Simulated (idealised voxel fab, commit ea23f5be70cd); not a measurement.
Process module, titled voxel transistor to metal
FYI the section here is cut, 185 nm wide, cells are 5 nm squares.
If you're reading a cross-section in this doc, picture square cells in a grid; it comes to you as bands, top ones listed first down to the bottom, and a band can be one or more rows of cells.
Band entry format. Leading values: height of top, height of bottom, nm. Remainder: materials in left-to-right order, each with its width in nm. Special words: "everywhere" on a single material, which then fills the band edge to edge; "empty", empty space.
Height reference: 0 = level under which incoming wafer is all one material. Lowest band: no bottom, runs on downward, e.g. "0 and below".
With a width like "30->40", each row of cells in the band differs from the next by the same amount, the top row carrying the first number and the bottom row the second.
Given "nothing got changed" for a step, no cell of the cross-section differs between before and after that step.
In "Non-vented voids" the enclosed voids are listed, meaning empty spaces of 8 cells or larger without any opening to the top. The form is width x height at distance, distance from the left edge, units nm.
The remark found on a step's line after its settings is issued by the simulator itself and pertains to that step.
The "overlay nm" setting may appear on a step's line; for a step that uses a mask, it gives how far to the right of its planned position the mask lay, and a negative value indicates the left.
Note: before/after cross-section pairs follow, one process step per pair, after-side truncated at the lowest changed band, step and settings given beneath. Different runs of this module on the same starting wafer may supply the pairs; a pair continues the one above only where the "Pre-step condition" entry says so.

Pre-step condition
  0 and below | Si everywhere
  Non-vented voids: none

Step Result
  5 down to 0 | SiO2 everywhere
  Below 0, the layers are the same as they were.
  Non-vented voids: none
As a process note, the step between the before and after cross-sections shown above is CONFORMAL_DEP (material SiO2; thk nm 5)

Pre-step condition: It is represented by the cross-section appearing after the step of the pair directly above.

Step Result
  15 down to 5 | SiN everywhere
  Below 5, the layers are the same as they were.
  Non-vented voids: none
As a process note, the step between the before and after cross-sections shown above is CONFORMAL_DEP (material SiN; thk nm 10)

Pre-step condition: It is represented by the cross-section appearing after the step of the pair directly above.

Step Result
  35 down to 15 | empty 45 nm, resist 95 nm, empty 45 nm
  Below 15, the layers are the same as they were.
  Non-vented voids: none
As a process note, the step between the before and after cross-sections shown above is PATTERN (tone cover; mask id ACTIVE; material resist; width nm 95; thk nm 20; overlay nm 0)

Pre-step condition: It is represented by the cross-section appearing after the step of the pair directly above.

Step Result
  35 down to 15 | empty 45 nm, resist 95 nm, empty 45 nm
  15 down to 5 | empty 45 nm, SiN 95 nm, empty 45 nm
  Below 5, the layers are the same as they were.
  Non-vented voids: none
As a process note, the step between the before and after cross-sections shown above is DIRECTIONAL_ETCH (etch materials SiN; depth nm 10)

Pre-step condition: It is represented by the cross-section appearing after the step of the pair directly above.

Step Result
  35 down to 15 | empty 45 nm, resist 95 nm, empty 45 nm
  15 down to 5 | empty 45 nm, SiN 95 nm, empty 45 nm
  5 down to 0 | empty 45 nm, SiO2 95 nm, empty 45 nm
  Below 0, the layers are the same as they were.
  Non-vented voids: none
As a process note, the step between the before and after cross-sections shown above is DIRECTIONAL_ETCH (etch materials SiO2; depth nm 5)

Pre-step condition: It is represented by the cross-section appearing after the step of the pair directly above.

Step Result
  35 down to 15 | empty 45 nm, resist 95 nm, empty 45 nm
  15 down to 5 | empty 45 nm, SiN 95 nm, empty 45 nm
  5 down to 0 | empty 45 nm, SiO2 95 nm, empty 45 nm
  0 down to -35 | empty 45 nm, Si 95 nm, empty 45 nm
  Below -35, the layers are the same as they were.
  Non-vented voids: none
As a process note, the step between the before and after cross-sections shown above is DIRECTIONAL_ETCH (etch materials Si; depth nm 35)

Pre-step condition: It is represented by the cross-section appearing after the step of the pair directly above.

Step Result
  15 down to 5 | empty 45 nm, SiN 95 nm, empty 45 nm
  Below 5, the layers are the same as they were.
  Non-vented voids: none
As a process note, the step between the before and after cross-sections shown above is STRIP (etch materials resist)

Pre-step condition: It is represented by the cross-section appearing after the step of the pair directly above.

Step Result
  20 down to 15 | SiO2 everywhere
  15 down to 5 | SiO2 45 nm, SiN 95 nm, SiO2 45 nm
  5 down to 0 | SiO2 everywhere
  0 down to -35 | SiO2 45 nm, Si 95 nm, SiO2 45 nm
  Below -35, the layers are the same as they were.
  Non-vented voids: none
As a process note, the step between the before and after cross-sections shown above is FILL_DEP (material SiO2; thk nm 5)

Pre-step condition: It is represented by the cross-section appearing after the step of the pair directly above.

Step Result
  15 down to 5 | SiO2 45 nm, SiN 95 nm, SiO2 45 nm
  Below 5, the layers are the same as they were.
  Non-vented voids: none
As a process note, the step between the before and after cross-sections shown above is CMP (height nm 15)

Pre-step condition: It is represented by the cross-section appearing after the step of the pair directly above.

Step Result
  15 down to 5 | empty 45 nm, SiN 95 nm, empty 45 nm
  Below 5, the layers are the same as they were.
  Non-vented voids: none
As a process note, the step between the before and after cross-sections shown above is SELECTIVE_ETCH (etch materials SiO2; depth nm 10)

Pre-step condition: It is represented by the cross-section appearing after the step of the pair directly above.

Step Result
  5 down to 0 | SiO2 everywhere
  Below 0, the layers are the same as they were.
  Non-vented voids: none
As a process note, the step between the before and after cross-sections shown above is STRIP (etch materials SiN)

Pre-step condition: It is represented by the cross-section appearing after the step of the pair directly above.

Step Result
  0 down to -35 | SiO2 45 nm, Si 95 nm, SiO2 45 nm
  Below -35, the layers are the same as they were.
  Non-vented voids: none
As a process note, the step between the before and after cross-sections shown above is SELECTIVE_ETCH (etch materials SiO2; depth nm 5)

Pre-step condition: It is represented by the cross-section appearing after the step of the pair directly above.

Step Result
  0 down to -5 | SiO2 everywhere
  Below -5, the layers are the same as they were.
  Non-vented voids: none
As a process note, the step between the before and after cross-sections shown above is OXIDIZE (depth nm 5)

Pre-step condition: It is represented by the cross-section appearing after the step of the pair directly above.

Step Result
  25 down to 0 | polySi everywhere
  Below 0, the layers are the same as they were.
  Non-vented voids: none
As a process note, the step between the before and after cross-sections shown above is DIRECTIONAL_DEP (material polySi; thk nm 25)

Pre-step condition: It is represented by the cross-section appearing after the step of the pair directly above.

Step Result
  35 down to 25 | SiCN everywhere
  Below 25, the layers are the same as they were.
  Non-vented voids: none
As a process note, the step between the before and after cross-sections shown above is DIRECTIONAL_DEP (material SiCN; thk nm 10)

Pre-step condition: It is represented by the cross-section appearing after the step of the pair directly above.

Step Result
  45 down to 35 | aC everywhere
  Below 35, the layers are the same as they were.
  Non-vented voids: none
As a process note, the step between the before and after cross-sections shown above is DIRECTIONAL_DEP (material aC; thk nm 10)

Pre-step condition: It is represented by the cross-section appearing after the step of the pair directly above.

Step Result
  75 down to 45 | empty 80 nm, resist 25 nm, empty 80 nm
  Below 45, the layers are the same as they were.
  Non-vented voids: none
As a process note, the step between the before and after cross-sections shown above is PATTERN (tone cover; mask id GATE; material resist; width nm 25; thk nm 30; overlay nm 0)

Pre-step condition: It is represented by the cross-section appearing after the step of the pair directly above.

Step Result
  65 down to 45 | empty 80 nm, resist 25 nm, empty 80 nm
  45 down to 35 | empty 80 nm, aC 25 nm, empty 80 nm
  Below 35, the layers are the same as they were.
  Non-vented voids: none
As a process note, the step between the before and after cross-sections shown above is DIRECTIONAL_ETCH (etch materials aC; depth nm 10)

Pre-step condition: It is represented by the cross-section appearing after the step of the pair directly above.

Step Result
  45 down to 35 | empty 80 nm, aC 25 nm, empty 80 nm
  Below 35, the layers are the same as they were.
  Non-vented voids: none
As a process note, the step between the before and after cross-sections shown above is STRIP (etch materials resist)

Pre-step condition: It is represented by the cross-section appearing after the step of the pair directly above.

Step Result
  45 down to 35 | empty 80 nm, aC 25 nm, empty 80 nm
  35 down to 25 | empty 80 nm, SiCN 25 nm, empty 80 nm
  Below 25, the layers are the same as they were.
  Non-vented voids: none
As a process note, the step between the before and after cross-sections shown above is DIRECTIONAL_ETCH (etch materials SiCN; depth nm 20)

Pre-step condition: It is represented by the cross-section appearing after the step of the pair directly above.

Step Result
  45 down to 35 | empty 80 nm, aC 25 nm, empty 80 nm
  35 down to 25 | empty 80 nm, SiCN 25 nm, empty 80 nm
  25 down to 0 | empty 80 nm, polySi 25 nm, empty 80 nm
  Below 0, the layers are the same as they were.
  Non-vented voids: none
As a process note, the step between the before and after cross-sections shown above is DIRECTIONAL_ETCH (etch materials polySi; depth nm 35)

Pre-step condition: It is represented by the cross-section appearing after the step of the pair directly above.

Step Result
  35 down to 25 | empty 80 nm, SiCN 25 nm, empty 80 nm
  Below 25, the layers are the same as they were.
  Non-vented voids: none
As a process note, the step between the before and after cross-sections shown above is STRIP (etch materials aC)

Pre-step condition: It is represented by the cross-section appearing after the step of the pair directly above.

Step Result
  40 down to 35 | empty 75 nm, SiN 35 nm, empty 75 nm
  35 down to 25 | empty 75 nm, SiN 5 nm, SiCN 25 nm, SiN 5 nm, empty 75 nm
  25 down to 5 | empty 75 nm, SiN 5 nm, polySi 25 nm, SiN 5 nm, empty 75 nm
  5 down to 0 | SiN 80 nm, polySi 25 nm, SiN 80 nm
  Below 0, the layers are the same as they were.
  Non-vented voids: none
As a process note, the step between the before and after cross-sections shown above is CONFORMAL_DEP (material SiN; thk nm 5)

Pre-step condition: It is represented by the cross-section appearing after the step of the pair directly above.

Step Result
  35 down to 25 | empty 75 nm, SiN 5 nm, SiCN 25 nm, SiN 5 nm, empty 75 nm
  25 down to 0 | empty 75 nm, SiN 5 nm, polySi 25 nm, SiN 5 nm, empty 75 nm
  Below 0, the layers are the same as they were.
  Non-vented voids: none
As a process note, the step between the before and after cross-sections shown above is DIRECTIONAL_ETCH (etch materials SiN; depth nm 5)

Pre-step condition: It is represented by the cross-section appearing after the step of the pair directly above.

Step Result
  35 down to 25 | empty 75 nm, SiN 5 nm, SiCN 25 nm, SiN 5 nm, empty 75 nm
  25 down to 0 | empty 75 nm, SiN 5 nm, polySi 25 nm, SiN 5 nm, empty 75 nm
  0 down to -5 | empty 75 nm, SiO2 35 nm, empty 75 nm
  Below -5, the layers are the same as they were.
  Non-vented voids: none
As a process note, the step between the before and after cross-sections shown above is DIRECTIONAL_ETCH (etch materials SiO2; depth nm 5)

Pre-step condition: It is represented by the cross-section appearing after the step of the pair directly above.

Step Result
  35 down to 25 | empty 75 nm, SiN 5 nm, SiCN 25 nm, SiN 5 nm, empty 75 nm
  25 down to 0 | empty 75 nm, SiN 5 nm, polySi 25 nm, SiN 5 nm, empty 75 nm
  0 down to -5 | empty 75 nm, SiO2 35 nm, empty 75 nm
  -5 down to -15 | SiO2 45 nm, empty 30 nm, Si 35 nm, empty 30 nm, SiO2 45 nm
  Below -15, the layers are the same as they were.
  Non-vented voids: none
As a process note, the step between the before and after cross-sections shown above is DIRECTIONAL_ETCH (etch materials Si; depth nm 10)

Pre-step condition: It is represented by the cross-section appearing after the step of the pair directly above.

Step Result
  35 down to 25 | empty 75 nm, SiN 5 nm, SiCN 25 nm, SiN 5 nm, empty 75 nm
  25 down to 5 | empty 75 nm, SiN 5 nm, polySi 25 nm, SiN 5 nm, empty 75 nm
  5 down to 0 | empty 65 nm, pSi 10 nm, SiN 5 nm, polySi 25 nm, SiN 5 nm, pSi 10 nm, empty 65 nm
  0 down to -5 | empty 65 nm, pSi 10 nm, SiO2 35 nm, pSi 10 nm, empty 65 nm
  -5 down to -15 | SiO2 45 nm, pSi 30 nm, Si 35 nm, pSi 30 nm, SiO2 45 nm
  Below -15, the layers are the same as they were.
  Non-vented voids: none
As a process note, the step between the before and after cross-sections shown above is EPI (material pSi; thk nm 10)

Pre-step condition: It is represented by the cross-section appearing after the step of the pair directly above.

Step Result
  45 down to 35 | SiO2 everywhere
  35 down to 25 | SiO2 75 nm, SiN 5 nm, SiCN 25 nm, SiN 5 nm, SiO2 75 nm
  25 down to 5 | SiO2 75 nm, SiN 5 nm, polySi 25 nm, SiN 5 nm, SiO2 75 nm
  5 down to 0 | SiO2 65 nm, pSi 10 nm, SiN 5 nm, polySi 25 nm, SiN 5 nm, pSi 10 nm, SiO2 65 nm
  0 down to -5 | SiO2 65 nm, pSi 10 nm, SiO2 35 nm, pSi 10 nm, SiO2 65 nm
  Below -5, the layers are the same as they were.
  Non-vented voids: none
As a process note, the step between the before and after cross-sections shown above is FILL_DEP (material SiO2; thk nm 10)

Pre-step condition: It is represented by the cross-section appearing after the step of the pair directly above.

Step Result
  25 down to 5 | SiO2 75 nm, SiN 5 nm, polySi 25 nm, SiN 5 nm, SiO2 75 nm
  Below 5, the layers are the same as they were.
  Non-vented voids: none
As a process note, the step between the before and after cross-sections shown above is CMP (height nm 25)

Pre-step condition: It is represented by the cross-section appearing after the step of the pair directly above.

Step Result
  25 down to 5 | SiO2 75 nm, SiN 5 nm, empty 25 nm, SiN 5 nm, SiO2 75 nm
  5 down to 0 | SiO2 65 nm, pSi 10 nm, SiN 5 nm, empty 25 nm, SiN 5 nm, pSi 10 nm, SiO2 65 nm
  Below 0, the layers are the same as they were.
  Non-vented voids: none
As a process note, the step between the before and after cross-sections shown above is STRIP (etch materials polySi)

Pre-step condition: It is represented by the cross-section appearing after the step of the pair directly above.

Step Result
  25 down to 20 | empty 75 nm, SiN 5 nm, empty 25 nm, SiN 5 nm, empty 75 nm
  20 down to 5 | SiO2 75 nm, SiN 5 nm, empty 25 nm, SiN 5 nm, SiO2 75 nm
  5 down to 0 | SiO2 65 nm, pSi 10 nm, SiN 5 nm, empty 25 nm, SiN 5 nm, pSi 10 nm, SiO2 65 nm
  0 down to -5 | SiO2 65 nm, pSi 10 nm, empty 35 nm, pSi 10 nm, SiO2 65 nm
  Below -5, the layers are the same as they were.
  Non-vented voids: none
As a process note, the step between the before and after cross-sections shown above is SELECTIVE_ETCH (etch materials SiO2; depth nm 5)

Pre-step condition: It is represented by the cross-section appearing after the step of the pair directly above.

Step Result
  30 down to 25 | empty 70 nm, HfO2 15 nm, empty 15 nm, HfO2 15 nm, empty 70 nm
  25 down to 20 | HfO2 75 nm, SiN 5 nm, HfO2 5 nm, empty 15 nm, HfO2 5 nm, SiN 5 nm, HfO2 75 nm
  20 down to 5 | SiO2 75 nm, SiN 5 nm, HfO2 5 nm, empty 15 nm, HfO2 5 nm, SiN 5 nm, SiO2 75 nm
  5 down to 0 | SiO2 65 nm, pSi 10 nm, SiN 5 nm, HfO2 5 nm, empty 15 nm, HfO2 5 nm, SiN 5 nm, pSi 10 nm, SiO2 65 nm
  0 down to -5 | SiO2 65 nm, pSi 10 nm, HfO2 35 nm, pSi 10 nm, SiO2 65 nm
  Below -5, the layers are the same as they were.
  Non-vented voids: none
As a process note, the step between the before and after cross-sections shown above is CONFORMAL_DEP (material HfO2; thk nm 5)

Pre-step condition: It is represented by the cross-section appearing after the step of the pair directly above.

Step Result
  35 down to 30 | empty 65 nm, TiN 25 nm, empty 5 nm, TiN 25 nm, empty 65 nm
  30 down to 25 | TiN 70 nm, HfO2 15 nm, TiN 5 nm, empty 5 nm, TiN 5 nm, HfO2 15 nm, TiN 70 nm
  25 down to 20 | HfO2 75 nm, SiN 5 nm, HfO2 5 nm, TiN 5 nm, empty 5 nm, TiN 5 nm, HfO2 5 nm, SiN 5 nm, HfO2 75 nm
  20 down to 5 | SiO2 75 nm, SiN 5 nm, HfO2 5 nm, TiN 5 nm, empty 5 nm, TiN 5 nm, HfO2 5 nm, SiN 5 nm, SiO2 75 nm
  5 down to 0 | SiO2 65 nm, pSi 10 nm, SiN 5 nm, HfO2 5 nm, TiN 15 nm, HfO2 5 nm, SiN 5 nm, pSi 10 nm, SiO2 65 nm
  Below 0, the layers are the same as they were.
  Non-vented voids: none
As a process note, the step between the before and after cross-sections shown above is CONFORMAL_DEP (material TiN; thk nm 5)

Pre-step condition: It is represented by the cross-section appearing after the step of the pair directly above.

Step Result
  40 down to 35 | W everywhere
  35 down to 30 | W 65 nm, TiN 25 nm, W 5 nm, TiN 25 nm, W 65 nm
  30 down to 25 | TiN 70 nm, HfO2 15 nm, TiN 5 nm, W 5 nm, TiN 5 nm, HfO2 15 nm, TiN 70 nm
  25 down to 20 | HfO2 75 nm, SiN 5 nm, HfO2 5 nm, TiN 5 nm, W 5 nm, TiN 5 nm, HfO2 5 nm, SiN 5 nm, HfO2 75 nm
  20 down to 5 | SiO2 75 nm, SiN 5 nm, HfO2 5 nm, TiN 5 nm, W 5 nm, TiN 5 nm, HfO2 5 nm, SiN 5 nm, SiO2 75 nm
  Below 5, the layers are the same as they were.
  Non-vented voids: none
As a process note, the step between the before and after cross-sections shown above is FILL_DEP (material W; thk nm 5)

Pre-step condition: It is represented by the cross-section appearing after the step of the pair directly above.

Step Result
  20 down to 5 | SiO2 75 nm, SiN 5 nm, HfO2 5 nm, TiN 5 nm, W 5 nm, TiN 5 nm, HfO2 5 nm, SiN 5 nm, SiO2 75 nm
  Below 5, the layers are the same as they were.
  Non-vented voids: none
As a process note, the step between the before and after cross-sections shown above is CMP (height nm 20)

Pre-step condition: It is represented by the cross-section appearing after the step of the pair directly above.

Step Result
  30 down to 20 | SiO2 everywhere
  Below 20, the layers are the same as they were.
  Non-vented voids: none
As a process note, the step between the before and after cross-sections shown above is DIRECTIONAL_DEP (material SiO2; thk nm 10)

Pre-step condition: It is represented by the cross-section appearing after the step of the pair directly above.

Step Result
  45 down to 30 | resist 50 nm, empty 15 nm, resist 55 nm, empty 15 nm, resist 50 nm
  Below 30, the layers are the same as they were.
  Non-vented voids: none
As a process note, the step between the before and after cross-sections shown above is PATTERN (tone open; mask id CONTACT; material resist; width nm 15; pitch nm 70; thk nm 15; overlay nm 0)

Pre-step condition: It is represented by the cross-section appearing after the step of the pair directly above.

Step Result
  45 down to 30 | resist 50 nm, empty 15 nm, resist 55 nm, empty 15 nm, resist 50 nm
  30 down to 20 | SiO2 50 nm, empty 15 nm, SiO2 55 nm, empty 15 nm, SiO2 50 nm
  20 down to 5 | SiO2 50 nm, empty 15 nm, SiO2 10 nm, SiN 5 nm, HfO2 5 nm, TiN 5 nm, W 5 nm, TiN 5 nm, HfO2 5 nm, SiN 5 nm, SiO2 10 nm, empty 15 nm, SiO2 50 nm
  5 down to 0 | SiO2 50 nm, empty 15 nm, pSi 10 nm, SiN 5 nm, HfO2 5 nm, TiN 15 nm, HfO2 5 nm, SiN 5 nm, pSi 10 nm, empty 15 nm, SiO2 50 nm
  0 down to -5 | SiO2 50 nm, empty 15 nm, pSi 10 nm, HfO2 35 nm, pSi 10 nm, empty 15 nm, SiO2 50 nm
  Below -5, the layers are the same as they were.
  Non-vented voids: none
As a process note, the step between the before and after cross-sections shown above is DIRECTIONAL_ETCH (etch materials SiO2; depth nm 35)

Pre-step condition: It is represented by the cross-section appearing after the step of the pair directly above.

Step Result
  30 down to 20 | SiO2 50 nm, empty 15 nm, SiO2 55 nm, empty 15 nm, SiO2 50 nm
  Below 20, the layers are the same as they were.
  Non-vented voids: none
As a process note, the step between the before and after cross-sections shown above is STRIP (etch materials resist)

Pre-step condition: It is represented by the cross-section appearing after the step of the pair directly above.

Step Result
  35 down to 30 | TiN 55 nm, empty 5 nm, TiN 65 nm, empty 5 nm, TiN 55 nm
  30 down to 20 | SiO2 50 nm, TiN 5 nm, empty 5 nm, TiN 5 nm, SiO2 55 nm, TiN 5 nm, empty 5 nm, TiN 5 nm, SiO2 50 nm
  20 down to 5 | SiO2 50 nm, TiN 5 nm, empty 5 nm, TiN 5 nm, SiO2 10 nm, SiN 5 nm, HfO2 5 nm, TiN 5 nm, W 5 nm, TiN 5 nm, HfO2 5 nm, SiN 5 nm, SiO2 10 nm, TiN 5 nm, empty 5 nm, TiN 5 nm, SiO2 50 nm
  5 down to 0 | SiO2 50 nm, TiN 5 nm, empty 5 nm, TiN 5 nm, pSi 10 nm, SiN 5 nm, HfO2 5 nm, TiN 15 nm, HfO2 5 nm, SiN 5 nm, pSi 10 nm, TiN 5 nm, empty 5 nm, TiN 5 nm, SiO2 50 nm
  0 down to -5 | SiO2 50 nm, TiN 15 nm, pSi 10 nm, HfO2 35 nm, pSi 10 nm, TiN 15 nm, SiO2 50 nm
  Below -5, the layers are the same as they were.
  Non-vented voids: none
As a process note, the step between the before and after cross-sections shown above is CONFORMAL_DEP (material TiN; thk nm 5)

Pre-step condition: It is represented by the cross-section appearing after the step of the pair directly above.

Step Result
  40 down to 35 | Ru everywhere
  35 down to 30 | TiN 55 nm, Ru 5 nm, TiN 65 nm, Ru 5 nm, TiN 55 nm
  30 down to 20 | SiO2 50 nm, TiN 5 nm, Ru 5 nm, TiN 5 nm, SiO2 55 nm, TiN 5 nm, Ru 5 nm, TiN 5 nm, SiO2 50 nm
  20 down to 5 | SiO2 50 nm, TiN 5 nm, Ru 5 nm, TiN 5 nm, SiO2 10 nm, SiN 5 nm, HfO2 5 nm, TiN 5 nm, W 5 nm, TiN 5 nm, HfO2 5 nm, SiN 5 nm, SiO2 10 nm, TiN 5 nm, Ru 5 nm, TiN 5 nm, SiO2 50 nm
  5 down to 0 | SiO2 50 nm, TiN 5 nm, Ru 5 nm, TiN 5 nm, pSi 10 nm, SiN 5 nm, HfO2 5 nm, TiN 15 nm, HfO2 5 nm, SiN 5 nm, pSi 10 nm, TiN 5 nm, Ru 5 nm, TiN 5 nm, SiO2 50 nm
  Below 0, the layers are the same as they were.
  Non-vented voids: none
As a process note, the step between the before and after cross-sections shown above is FILL_DEP (material Ru; thk nm 5)

Pre-step condition: It is represented by the cross-section appearing after the step of the pair directly above.

Step Result
  30 down to 20 | SiO2 50 nm, TiN 5 nm, Ru 5 nm, TiN 5 nm, SiO2 55 nm, TiN 5 nm, Ru 5 nm, TiN 5 nm, SiO2 50 nm
  Below 20, the layers are the same as they were.
  Non-vented voids: none
As a process note, the step between the before and after cross-sections shown above is CMP (height nm 30)

Pre-step condition: It is represented by the cross-section appearing after the step of the pair directly above.

Step Result
  35 down to 30 | SiN everywhere
  Below 30, the layers are the same as they were.
  Non-vented voids: none
As a process note, the step between the before and after cross-sections shown above is CONFORMAL_DEP (material SiN; thk nm 5)

Pre-step condition: It is represented by the cross-section appearing after the step of the pair directly above.

Step Result
  50 down to 35 | SiO2 everywhere
  Below 35, the layers are the same as they were.
  Non-vented voids: none
As a process note, the step between the before and after cross-sections shown above is DIRECTIONAL_DEP (material SiO2; thk nm 15)

Pre-step condition: It is represented by the cross-section appearing after the step of the pair directly above.

Step Result
  70 down to 50 | resist 50 nm, empty 15 nm, resist 55 nm, empty 15 nm, resist 50 nm
  Below 50, the layers are the same as they were.
  Non-vented voids: none
As a process note, the step between the before and after cross-sections shown above is PATTERN (tone open; mask id METAL_1; material resist; width nm 15; pitch nm 70; thk nm 20; overlay nm 0)

Pre-step condition: It is represented by the cross-section appearing after the step of the pair directly above.

Step Result
  70 down to 50 | resist 50 nm, empty 15 nm, resist 55 nm, empty 15 nm, resist 50 nm
  50 down to 35 | SiO2 50 nm, empty 15 nm, SiO2 55 nm, empty 15 nm, SiO2 50 nm
  Below 35, the layers are the same as they were.
  Non-vented voids: none
As a process note, the step between the before and after cross-sections shown above is DIRECTIONAL_ETCH (etch materials SiO2; depth nm 15)

Pre-step condition: It is represented by the cross-section appearing after the step of the pair directly above.

Step Result
  70 down to 50 | resist 50 nm, empty 15 nm, resist 55 nm, empty 15 nm, resist 50 nm
  50 down to 35 | SiO2 50 nm, empty 15 nm, SiO2 55 nm, empty 15 nm, SiO2 50 nm
  35 down to 30 | SiN 50 nm, empty 15 nm, SiN 55 nm, empty 15 nm, SiN 50 nm
  Below 30, the layers are the same as they were.
  Non-vented voids: none
As a process note, the step between the before and after cross-sections shown above is DIRECTIONAL_ETCH (etch materials SiN; depth nm 5)

Pre-step condition: It is represented by the cross-section appearing after the step of the pair directly above.

Step Result
  50 down to 35 | SiO2 50 nm, empty 15 nm, SiO2 55 nm, empty 15 nm, SiO2 50 nm
  Below 35, the layers are the same as they were.
  Non-vented voids: none
As a process note, the step between the before and after cross-sections shown above is STRIP (etch materials resist)

Pre-step condition: It is represented by the cross-section appearing after the step of the pair directly above.

Step Result
  55 down to 50 | TiN 55 nm, empty 5 nm, TiN 65 nm, empty 5 nm, TiN 55 nm
  50 down to 35 | SiO2 50 nm, TiN 5 nm, empty 5 nm, TiN 5 nm, SiO2 55 nm, TiN 5 nm, empty 5 nm, TiN 5 nm, SiO2 50 nm
  35 down to 30 | SiN 50 nm, TiN 15 nm, SiN 55 nm, TiN 15 nm, SiN 50 nm
  Below 30, the layers are the same as they were.
  Non-vented voids: none
As a process note, the step between the before and after cross-sections shown above is CONFORMAL_DEP (material TiN; thk nm 5)

Pre-step condition: It is represented by the cross-section appearing after the step of the pair directly above.

Step Result
  60 down to 55 | Cu everywhere
  55 down to 50 | TiN 55 nm, Cu 5 nm, TiN 65 nm, Cu 5 nm, TiN 55 nm
  50 down to 35 | SiO2 50 nm, TiN 5 nm, Cu 5 nm, TiN 5 nm, SiO2 55 nm, TiN 5 nm, Cu 5 nm, TiN 5 nm, SiO2 50 nm
  Below 35, the layers are the same as they were.
  Non-vented voids: none
As a process note, the step between the before and after cross-sections shown above is FILL_DEP (material Cu; thk nm 5)

Pre-step condition: It is represented by the cross-section appearing after the step of the pair directly above.

Step Result
  50 down to 35 | SiO2 50 nm, TiN 5 nm, Cu 5 nm, TiN 5 nm, SiO2 55 nm, TiN 5 nm, Cu 5 nm, TiN 5 nm, SiO2 50 nm
  Below 35, the layers are the same as they were.
  Non-vented voids: none
As a process note, the step between the before and after cross-sections shown above is CMP (height nm 50)

Pre-step condition: It is represented by the cross-section appearing after the step of the pair directly above.

Step Result
  55 down to 50 | empty 45 nm, Ru 25 nm, empty 45 nm, Ru 25 nm, empty 45 nm
  Below 50, the layers are the same as they were.
  Non-vented voids: none
As a process note, the step between the before and after cross-sections shown above is EPI (material Ru; thk nm 5)

Pre-step condition: It is represented by the cross-section appearing after the step of the pair directly above.

Step Result
  60 down to 55 | SiCN everywhere
  55 down to 50 | SiCN 45 nm, Ru 25 nm, SiCN 45 nm, Ru 25 nm, SiCN 45 nm
  Below 50, the layers are the same as they were.
  Non-vented voids: none
As a process note, the step between the before and after cross-sections shown above is FILL_DEP (material SiCN; thk nm 5)

Pre-step condition: It is represented by the cross-section appearing after the step of the pair directly above.

Step Result
  90 down to 60 | lowk everywhere
  Below 60, the layers are the same as they were.
  Non-vented voids: none
As a process note, the step between the before and after cross-sections shown above is DIRECTIONAL_DEP (material lowk; thk nm 30)

Pre-step condition: It is represented by the cross-section appearing after the step of the pair directly above.

Step Result
  90 down to 70 | lowk 50 nm, empty 15 nm, lowk 55 nm, empty 15 nm, lowk 50 nm
  Below 70, the layers are the same as they were.
  Non-vented voids: none
As a process note, the step between the before and after cross-sections shown above is MASKED_ETCH (tone open; mask id METAL_2; width nm 15; pitch nm 70; etch materials lowk; depth nm 20; overlay nm 0)

Pre-step condition: It is represented by the cross-section appearing after the step of the pair directly above.

Step Result
  90 down to 60 | lowk 50 nm, empty 15 nm, lowk 55 nm, empty 15 nm, lowk 50 nm
  Below 60, the layers are the same as they were.
  Non-vented voids: none
As a process note, the step between the before and after cross-sections shown above is MASKED_ETCH (tone open; mask id METAL_2_HOLES; width nm 15; pitch nm 70; etch materials lowk; depth nm 10; overlay nm 0)

Pre-step condition: It is represented by the cross-section appearing after the step of the pair directly above.

Step Result
  90 down to 60 | lowk 50 nm, empty 15 nm, lowk 55 nm, empty 15 nm, lowk 50 nm
  60 down to 55 | SiCN 50 nm, empty 15 nm, SiCN 55 nm, empty 15 nm, SiCN 50 nm
  Below 55, the layers are the same as they were.
  Non-vented voids: none
As a process note, the step between the before and after cross-sections shown above is MASKED_ETCH (tone open; mask id METAL_2_HOLES; width nm 15; pitch nm 70; etch materials SiCN; depth nm 5; overlay nm 0)

Pre-step condition: It is represented by the cross-section appearing after the step of the pair directly above.

Step Result
  95 down to 90 | TiN 55 nm, empty 5 nm, TiN 65 nm, empty 5 nm, TiN 55 nm
  90 down to 60 | lowk 50 nm, TiN 5 nm, empty 5 nm, TiN 5 nm, lowk 55 nm, TiN 5 nm, empty 5 nm, TiN 5 nm, lowk 50 nm
  60 down to 55 | SiCN 50 nm, TiN 15 nm, SiCN 55 nm, TiN 15 nm, SiCN 50 nm
  Below 55, the layers are the same as they were.
  Non-vented voids: none
As a process note, the step between the before and after cross-sections shown above is CONFORMAL_DEP (material TiN; thk nm 5)

Pre-step condition: It is represented by the cross-section appearing after the step of the pair directly above.

Step Result
  100 down to 95 | Cu everywhere
  95 down to 90 | TiN 55 nm, Cu 5 nm, TiN 65 nm, Cu 5 nm, TiN 55 nm
  90 down to 60 | lowk 50 nm, TiN 5 nm, Cu 5 nm, TiN 5 nm, lowk 55 nm, TiN 5 nm, Cu 5 nm, TiN 5 nm, lowk 50 nm
  Below 60, the layers are the same as they were.
  Non-vented voids: none
As a process note, the step between the before and after cross-sections shown above is FILL_DEP (material Cu; thk nm 5)

Pre-step condition: It is represented by the cross-section appearing after the step of the pair directly above.

Step Result
  90 down to 60 | lowk 50 nm, TiN 5 nm, Cu 5 nm, TiN 5 nm, lowk 55 nm, TiN 5 nm, Cu 5 nm, TiN 5 nm, lowk 50 nm
  Below 60, the layers are the same as they were.
  Non-vented voids: none
As a process note, the step between the before and after cross-sections shown above is CMP (height nm 90)

Pre-step condition: It is represented by the cross-section appearing after the step of the pair directly above.

Step Result
  95 down to 90 | SiN everywhere
  Below 90, the layers are the same as they were.
  Non-vented voids: none
As a process note, the step between the before and after cross-sections shown above is CONFORMAL_DEP (material SiN; thk nm 5)
